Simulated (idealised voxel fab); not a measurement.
voxel air gaps: a process module
Pictured: cross-section cut, 245 nm wide, on a grid of 5 nm square cells.
How to read a cross-section here: the picture is a grid of square cells, written as bands going from the top down, and any band can span one or more rows of cells.
What a band's entry tells you: where the top is and where the bottom is, as heights in nm, and after that what lies inside, material by material from left to right, each with its width in nm. Empty space is written as the word "air", and a single material marked with the word "full width" occupies the band from edge to edge.
Counting heights begins at 0, where everything beneath is, in the wafer as received, one material. The lowest band has no bottom; it goes on downwards, as "0..down" shows.
The expression "30..40" gives the width at the extremes of the band, the first number at its top row of cells and the second at its bottom row, with the width changing by equal amounts from each row to the next in between.
Step marked "same as before"? Then no cell in the cross-section changed in it.
Basically, "Enclosed void inventory" tells you about the enclosed voids: empty spaces with no open way to the top, 8 cells or bigger, each written width x height at distance, where distance is from the left edge, all in nm.
On a step's line, text after the settings is the simulator commenting on that step.
What "overlay nm" on a step's line means: if the step has a mask, that mask lay this far to the right of its planned place, or, when the value is negative, to the left.

Set out below are the planned steps of the process
1 RECEIVE [material Si]
2 CONFORMAL_DEP [material SiO2] [thk nm 10]
3 CONFORMAL_DEP [material SiN] [thk nm 5]
4 DIRECTIONAL_DEP [material lowk] [thk nm 35]
5 DIRECTIONAL_DEP [material aC] [thk nm 10]
6 PATTERN [tone open] [mask id LINES] [material resist] [width nm 20] [pitch nm 50] [thk nm 25] [overlay nm 0]
7 DIRECTIONAL_ETCH [etch materials aC] [depth nm 10]
8 STRIP [etch materials resist]
9 DIRECTIONAL_ETCH [etch materials lowk] [depth nm 35]
10 STRIP [etch materials aC]
11 CONFORMAL_DEP [material TiN] [thk nm 5]
12 FILL_DEP [material Ru] [thk nm 5]
13 CMP [height nm 50]
14 EPI [material Ru] [thk nm 10]
15 SELECTIVE_ETCH [etch materials lowk] [depth nm 45]
16 CONFORMAL_DEP [material SiCN] [thk nm 5]

As-received state of the wafer in cross-section, equivalent to post-step 1
  0..down  Si full width
  Enclosed void inventory: none

Run as planned - first of the two wafers cross-sectioned at the end of the module
  65..60  air=45, SiCN=150, air=50
  60..50  air=45, SiCN=5, Ru=40, SiCN=10, Ru=40, SiCN=10, Ru=40, SiCN=5, air=50
  50..45  air=45, SiCN=15, TiN=5, Ru=10, TiN=5, SiCN=30, TiN=5, Ru=10, TiN=5, SiCN=30, TiN=5, Ru=10, TiN=5, SiCN=15, air=50
  45..20  air=55, SiCN=5, TiN=5, Ru=10, TiN=5, SiCN=5, air=20, SiCN=5, TiN=5, Ru=10, TiN=5, SiCN=5, air=20, SiCN=5, TiN=5, Ru=10, TiN=5, SiCN=5, air=60
  20..15  SiCN=60, TiN=20, SiCN=30, TiN=20, SiCN=30, TiN=20, SiCN=65
  15..10  SiN full width
  10..0  SiO2 full width
  0..down  Si full width
  Enclosed void inventory: 20 x 25 at 85; 20 x 25 at 135

Second of two wafers, module complete, sectioned: it shares the first wafer's start and plan but was run with one mistake
  60..55  air=45, SiCN=150, air=50
  55..45  air=45, SiCN=5, Ru=40, SiCN=10, Ru=40, SiCN=10, Ru=40, SiCN=5, air=50
  45..40  air=45, SiCN=15, TiN=5, Ru=10, TiN=5, SiCN=30, TiN=5, Ru=10, TiN=5, SiCN=30, TiN=5, Ru=10, TiN=5, SiCN=15, air=50
  40..20  air=55, SiCN=5, TiN=5, Ru=10, TiN=5, SiCN=5, air=20, SiCN=5, TiN=5, Ru=10, TiN=5, SiCN=5, air=20, SiCN=5, TiN=5, Ru=10, TiN=5, SiCN=5, air=60
  20..15  SiCN=60, TiN=20, SiCN=30, TiN=20, SiCN=30, TiN=20, SiCN=65
  15..10  SiN full width
  10..0  SiO2 full width
  0..down  Si full width
  Enclosed void inventory: 20 x 20 at 85; 20 x 20 at 135
The plan and the run diverged here: step 13 did not happen as planned, as run it was CMP [height nm 45]
End check, counted in cells, second wafer has more or fewer of these materials than the first: Ru -6 | SiCN -6 | TiN -6
